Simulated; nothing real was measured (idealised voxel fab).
The process module presented herein is designated voxel released beams.
The cross-section on display is named cut; it measures 205 nm wide, and its cells are 5 nm squares.
Cross-sections here: square-cell grids, written as top-down lists of bands, a band being one or more rows of cells.
Band: top and bottom heights (nm) first, top before bottom; then materials from left to right, widths in nm. "throughout" marks a sole material filling the band edge to edge. "blank" denotes empty space.
Height 0 is the level under which the wafer as received is all one material. The lowest band goes on downwards, as in "0 down".
The width entry "30..40" should be interpreted row by row: the top row of cells in the band takes the first number, the bottom row takes the second number, and the change between adjacent rows is uniform throughout.
The designation "left unchanged", where it is given for a processing step, indicates that no cell of the cross-section was altered in the course of that step.
You'll see "Closed internal voids" listing empty spaces that have no way open to the top, as long as they're 8 cells or more; the notation is width x height at distance, where the distance is from the left edge, and all of it is in nm.
Whatever follows a step's settings on its line is a remark the simulator itself makes about that step.
The line of a step may include "overlay nm". On a step with a mask, this value is how far to the right of its planned place the mask lay. A negative value means the mask lay to the left.
# Steps in the process plan
| 1 | RECEIVE with material Si |
| 2 | CONFORMAL_DEP with material SiN, thk nm 5 |
| 3 | DIRECTIONAL_DEP with material SiO2, thk nm 20 |
| 4 | MASKED_ETCH with tone open, mask id ANCHOR, width nm 45, etch materials SiO2, depth nm 20, overlay nm 0 |
| 5 | CONFORMAL_DEP with material W, thk nm 15 |
| 6 | DIRECTIONAL_DEP with material aC, thk nm 15 |
| 7 | PATTERN with tone cover, mask id BEAM, material resist, width nm 120, thk nm 35, overlay nm 0 |
| 8 | DIRECTIONAL_ETCH with etch materials aC, depth nm 15 |
| 9 | STRIP with etch materials resist |
| 10 | DIRECTIONAL_ETCH with etch materials W, depth nm 15 |
| 11 | STRIP with etch materials aC |
| 12 | STRIP with etch materials SiO2 |
# The cross-section here shows the wafer as received, i.e. in its state after step 1
* 0 down = Si throughout
* Closed internal voids: none
# The module was run from the start shown above using the plan shown above, but one mistake was made doing it; the resulting wafer cross-section is below
* 40 to 25 = 40 nm blank  120 nm W  45 nm blank
* 25 to 20 = SiN throughout
* 20 to 0 = SiO2 throughout
* 0 down = Si throughout
* Closed internal voids: none
Which mistake was made when the wafer was run? steps 2 and 3 traded places in the executed sequence
